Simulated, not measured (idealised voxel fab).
A process module follows: voxel transistor to metal.
Displayed cross-section: cut, width of 205 nm, square cells sized 5 nm.
How to read a cross-section here: the picture is a grid of square cells, written as bands going from the top down, and any band can span one or more rows of cells.
Heads up on the band format: heights come first, top then bottom, in nm. After that it's the materials left to right, each with its width in nm. A single material flagged "all across" fills the whole band edge to edge, and "empty" means there's empty space there.
For the purposes of this specification, 0 denotes the height below which the wafer in its as-received condition is composed wholly of one material, and the lowermost band, lacking a lower limit, extends downward without end, as expressed in "0 nm and below".
Per-row width for "30->40": begins at first number (top row of band), ends at second number (bottom row), increment between rows held constant.
"remained unchanged" (step): cross-section cells unchanged, all of them.
The list in "Sealed internal cavities" covers empty spaces of 8 cells or more that cannot reach the top through any open way, and it gives each as width x height at distance; the distance is from the left edge, and width, height and distance are in nm.
On each step's line, the part that comes after the settings is the simulator's own comment on the step.
"overlay nm" denotes, for a step that has a mask, the displacement of the mask to the right of its planned place, with negative values corresponding to the left.
Steps in the process plan:
step 1: RECEIVE (material Si)
step 2: CONFORMAL_DEP (material SiO2; thk nm 5)
step 3: CONFORMAL_DEP (material SiN; thk nm 15)
step 4: DIRECTIONAL_DEP (material aC; thk nm 15)
step 5: PATTERN (tone cover; mask id ACTIVE; material resist; width nm 95; thk nm 30; overlay nm 0)
step 6: DIRECTIONAL_ETCH (etch materials aC; depth nm 15)
step 7: STRIP (etch materials resist)
step 8: DIRECTIONAL_ETCH (etch materials SiN; depth nm 15)
step 9: DIRECTIONAL_ETCH (etch materials SiO2; depth nm 5)
step 10: DIRECTIONAL_ETCH (etch materials Si; depth nm 35)
step 11: STRIP (etch materials aC)
step 12: FILL_DEP (material SiO2; thk nm 15)
step 13: CMP (height nm 20)
step 14: SELECTIVE_ETCH (etch materials SiO2; depth nm 15)
step 15: STRIP (etch materials SiN)
step 16: SELECTIVE_ETCH (etch materials SiO2; depth nm 5)
step 17: OXIDIZE (depth nm 5)
step 18: DIRECTIONAL_DEP (material polySi; thk nm 20)
step 19: DIRECTIONAL_DEP (material SiCN; thk nm 10)
step 20: MASKED_ETCH (tone cover; mask id GATE; width nm 25; etch materials SiCN; depth nm 20; overlay nm 0)
step 21: MASKED_ETCH (tone cover; mask id GATE; width nm 25; etch materials polySi; depth nm 30; overlay nm 0)
step 22: CONFORMAL_DEP (material SiO2; thk nm 5)
step 23: DIRECTIONAL_ETCH (etch materials SiO2; depth nm 5)
step 24: CONFORMAL_DEP (material SiN; thk nm 10)
step 25: DIRECTIONAL_ETCH (etch materials SiN; depth nm 10)
step 26: DIRECTIONAL_ETCH (etch materials SiO2; depth nm 5)
step 27: DIRECTIONAL_ETCH (etch materials Si; depth nm 15)
step 28: EPI (material nSi; thk nm 15)
step 29: FILL_DEP (material SiO2; thk nm 5)
step 30: CMP (height nm 30)
step 31: DIRECTIONAL_DEP (material SiO2; thk nm 15)
step 32: PATTERN (tone open; mask id CONTACT; material resist; width nm 25; pitch nm 60; thk nm 20; overlay nm 0)
step 33: DIRECTIONAL_ETCH (etch materials SiO2; depth nm 35)
step 34: STRIP (etch materials resist)
step 35: CONFORMAL_DEP (material TiN; thk nm 5)
step 36: FILL_DEP (material Ru; thk nm 5)
step 37: CMP (height nm 45)
step 38: DIRECTIONAL_DEP (material TiN; thk nm 5)
step 39: DIRECTIONAL_DEP (material Ru; thk nm 20)
step 40: PATTERN (tone cover; mask id METAL_1; material resist; width nm 15; pitch nm 70; thk nm 20; overlay nm 0)
step 41: DIRECTIONAL_ETCH (etch materials Ru; depth nm 20)
step 42: DIRECTIONAL_ETCH (etch materials TiN; depth nm 5)
step 43: STRIP (etch materials resist)
step 44: CONFORMAL_DEP (material SiN; thk nm 5)
step 45: FILL_DEP (material SiO2; thk nm 5)
step 46: CMP (height nm 70)
step 47: CONFORMAL_DEP (material SiN; thk nm 5)
The wafers are alike at the start. At step 5, their width nm differs. The plan lists the first wafer's value.
Cross-section, first of several wafers, as delivered after step 1:
- 0 nm and below: Si all across
- Sealed internal cavities: none
Last step of the module is step 47; after it, the first of several wafers in cross-section:
- 75 nm to 70 nm: SiN all across
- 70 nm to 50 nm: SiO2 (55), SiN (5), Ru (15), SiN (5), SiO2 (45), SiN (5), Ru (15), SiN (5), SiO2 (55)
- 50 nm to 45 nm: SiN (60), TiN (15), SiN (55), TiN (15), SiN (60)
- 45 nm to 35 nm: SiO2 (60), TiN (5), Ru (15), TiN (5), SiO2 (35), TiN (5), Ru (15), TiN (5), SiO2 (60)
- 35 nm to 30 nm: SiO2 (60), TiN (5), Ru (5), TiN (15), SiO2 (35), TiN (15), Ru (5), TiN (5), SiO2 (60)
- 30 nm to 20 nm: SiO2 (60), TiN (5), Ru (5), TiN (5), SiN (10), SiO2 (5), SiCN (25), SiO2 (5), SiN (10), TiN (5), Ru (5), TiN (5), SiO2 (60)
- 20 nm to 15 nm: SiO2 (60), TiN (5), Ru (5), TiN (5), SiN (10), SiO2 (5), polySi (25), SiO2 (5), SiN (10), TiN (5), Ru (5), TiN (5), SiO2 (60)
- 15 nm to 10 nm: SiO2 (60), TiN (15), SiN (10), SiO2 (5), polySi (25), SiO2 (5), SiN (10), TiN (15), SiO2 (60)
- 10 nm to 0 nm: SiO2 (60), nSi (15), SiN (10), SiO2 (5), polySi (25), SiO2 (5), SiN (10), nSi (15), SiO2 (60)
- 0 nm to -5 nm: SiO2 (60), nSi (15), SiO2 (55), nSi (15), SiO2 (60)
- -5 nm to -20 nm: SiO2 (55), nSi (20), Si (55), nSi (20), SiO2 (55)
- -20 nm to -35 nm: SiO2 (55), Si (95), SiO2 (55)
- -35 nm and below: Si all across
- Sealed internal cavities: none
At the end of the module, the last of several wafers in cross-section:
- 75 nm to 70 nm: SiN all across
- 70 nm to 50 nm: SiO2 (55), SiN (5), Ru (15), SiN (5), SiO2 (45), SiN (5), Ru (15), SiN (5), SiO2 (55)
- 50 nm to 45 nm: SiN (60), TiN (15), SiN (55), TiN (15), SiN (60)
- 45 nm to 35 nm: SiO2 (60), TiN (5), Ru (15), TiN (5), SiO2 (35), TiN (5), Ru (15), TiN (5), SiO2 (60)
- 35 nm to 30 nm: SiO2 (60), TiN (5), Ru (5), TiN (15), SiO2 (35), TiN (15), Ru (5), TiN (5), SiO2 (60)
- 30 nm to 20 nm: SiO2 (60), TiN (5), Ru (5), TiN (5), SiN (10), SiO2 (5), SiCN (25), SiO2 (5), SiN (10), TiN (5), Ru (5), TiN (5), SiO2 (60)
- 20 nm to 15 nm: SiO2 (60), TiN (5), Ru (5), TiN (5), SiN (10), SiO2 (5), polySi (25), SiO2 (5), SiN (10), TiN (5), Ru (5), TiN (5), SiO2 (60)
- 15 nm to 10 nm: SiO2 (60), TiN (15), SiN (10), SiO2 (5), polySi (25), SiO2 (5), SiN (10), TiN (15), SiO2 (60)
- 10 nm to 0 nm: SiO2 (60), nSi (15), SiN (10), SiO2 (5), polySi (25), SiO2 (5), SiN (10), nSi (15), SiO2 (60)
- 0 nm to -5 nm: SiO2 (60), nSi (15), SiO2 (55), nSi (15), SiO2 (60)
- -5 nm to -20 nm: SiO2 (45), nSi (30), Si (55), nSi (35), SiO2 (40)
- -20 nm to -35 nm: SiO2 (45), Si (120), SiO2 (40)
- -35 nm and below: Si all across
- Sealed internal cavities: none
Gained (+) or lost (-) cells of each material since receipt, then closed voids: one row per wafer, at the end of the module:
width nm 95; +44 Ru; -197 Si; +10 SiCN; +116 SiN; +540 SiO2; +40 TiN; +42 nSi; +20 polySi; Sealed internal cavities: none
width nm 100; +44 Ru; -194 Si; +10 SiCN; +116 SiN; +534 SiO2; +40 TiN; +45 nSi; +20 polySi; Sealed internal cavities: none
width nm 105; +44 Ru; -191 Si; +10 SiCN; +116 SiN; +528 SiO2; +40 TiN; +48 nSi; +20 polySi; Sealed internal cavities: none
width nm 110; +44 Ru; -188 Si; +10 SiCN; +116 SiN; +522 SiO2; +40 TiN; +51 nSi; +20 polySi; Sealed internal cavities: none
width nm 115; +44 Ru; -185 Si; +10 SiCN; +116 SiN; +516 SiO2; +40 TiN; +54 nSi; +20 polySi; Sealed internal cavities: none
width nm 120; +44 Ru; -182 Si; +10 SiCN; +116 SiN; +510 SiO2; +40 TiN; +57 nSi; +20 polySi; Sealed internal cavities: none
